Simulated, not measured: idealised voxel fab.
This section sets out a process module, namely voxel capacitor over wiring.
Cross-section cut: width 190 nm, square cells of 5 nm.
Heads up, the way a cross-section reads in here is a grid of square cells, handed over as bands from the top down, with every band being one or more rows of cells. Heights first: top, then bottom, in nm. Then materials, left to right, each with a width in nm. "all across" on a single material: fills the band edge to edge. "air": empty space. Below 0: as-received wafer, all one material; heights counted from there. Lowest band: no bottom, goes on down, written "0 down". Quick explanation for "30..40": the width changes in equal steps down the rows of cells, from the first number in the band's top row to the second number in its bottom row. A step reported as "stayed the same" is a step in which no cell of the cross-section changed. Under "Closed voids list" you'll find the enclosed gaps, the ones with no way out to the top, that are 8 cells or bigger; each reads width x height at distance, with distance counted from the left edge, everything in nm. What comes after the settings on a step's line is commentary from the simulator itself on that step. overlay nm: on a step with a mask, how far right of its planned place the mask lay; negative means left.

Set out below are the planned steps of the process:
| 1 | RECEIVE with material Si |
| 2 | CONFORMAL_DEP with material SiO2, thk nm 10 |
| 3 | DIRECTIONAL_DEP with material TiN, thk nm 5 |
| 4 | DIRECTIONAL_DEP with material W, thk nm 25 |
| 5 | DIRECTIONAL_DEP with material aC, thk nm 10 |
| 6 | PATTERN with tone cover, mask id METAL_1, material resist, width nm 20, pitch nm 75, thk nm 30, overlay nm 0 |
| 7 | DIRECTIONAL_ETCH with etch materials aC, depth nm 10 |
| 8 | STRIP with etch materials resist |
| 9 | DIRECTIONAL_ETCH with etch materials W, depth nm 25 |
| 10 | DIRECTIONAL_ETCH with etch materials TiN, depth nm 5 |
| 11 | STRIP with etch materials aC |
| 12 | FILL_DEP with material lowk, thk nm 10 |
| 13 | CMP with height nm 40 |
| 14 | CONFORMAL_DEP with material SiCN, thk nm 5 |
| 15 | DIRECTIONAL_DEP with material lowk, thk nm 15 |
| 16 | MASKED_ETCH with tone open, mask id PLUG_1, width nm 15, etch materials lowk, depth nm 15, overlay nm 0 |
| 17 | MASKED_ETCH with tone open, mask id PLUG_1, width nm 15, etch materials SiCN, depth nm 5, overlay nm 0 |
| 18 | CONFORMAL_DEP with material TiN, thk nm 5 |
| 19 | FILL_DEP with material Cu, thk nm 5 |
| 20 | CMP with height nm 60 |
| 21 | DIRECTIONAL_DEP with material TiN, thk nm 10 |
| 22 | DIRECTIONAL_DEP with material SiN, thk nm 5 |
| 23 | DIRECTIONAL_DEP with material TiN, thk nm 10 |
| 24 | PATTERN with tone cover, mask id UPPER_PLATE, material resist, width nm 60, thk nm 15, overlay nm 0 |
| 25 | DIRECTIONAL_ETCH with etch materials TiN, depth nm 10 |
| 26 | DIRECTIONAL_ETCH with etch materials SiN, depth nm 5 |
| 27 | STRIP with etch materials resist |
| 28 | PATTERN with tone cover, mask id LOWER_PLATE, material resist, width nm 70, thk nm 15, overlay nm 0 |
| 29 | DIRECTIONAL_ETCH with etch materials TiN, depth nm 10 |
| 30 | STRIP with etch materials resist |
| 31 | FILL_DEP with material SiO2, thk nm 20 |
| 32 | CMP with height nm 100 |
| 33 | MASKED_ETCH with tone open, mask id PLUG_2, width nm 15, etch materials SiO2, depth nm 15, overlay nm 0 |
| 34 | CONFORMAL_DEP with material TiN, thk nm 5 |
| 35 | FILL_DEP with material Cu, thk nm 10 |
| 36 | CMP with height nm 100 |
| 37 | CONFORMAL_DEP with material SiCN, thk nm 5 |

This is the cross-section of the wafer as we received it, i.e. after step 1:
	0 down | Si all across
	Closed voids list: none

Same starting wafer, same plan as above, one mistake in the execution; this is the cross-section at the end of the module:
	105 to 100 | SiCN all across
	100 to 90 | SiO2: 60 | TiN: 5 | SiO2: 5 | TiN: 5 | SiO2: 115
	90 to 85 | SiO2: 60 | TiN: 15 | SiO2: 115
	85 to 75 | SiO2: 50 | TiN: 60 | SiO2: 80
	75 to 70 | SiO2: 50 | SiN: 60 | SiO2: 80
	70 to 60 | SiO2: 45 | TiN: 70 | SiO2: 75
	60 to 45 | lowk: 50 | TiN: 5 | Cu: 5 | TiN: 5 | lowk: 125
	45 to 40 | SiCN: 50 | TiN: 15 | SiCN: 125
	40 to 15 | lowk: 45 | W: 20 | lowk: 55 | W: 20 | lowk: 50
	15 to 10 | lowk: 45 | TiN: 20 | lowk: 55 | TiN: 20 | lowk: 50
	10 to 0 | SiO2 all across
	0 down | Si all across
	Closed voids list: none
What was done differently from what was planned? step 35 was run on a setting that differed from the plan, and what really ran there is FILL_DEP with material SiO2, thk nm 10
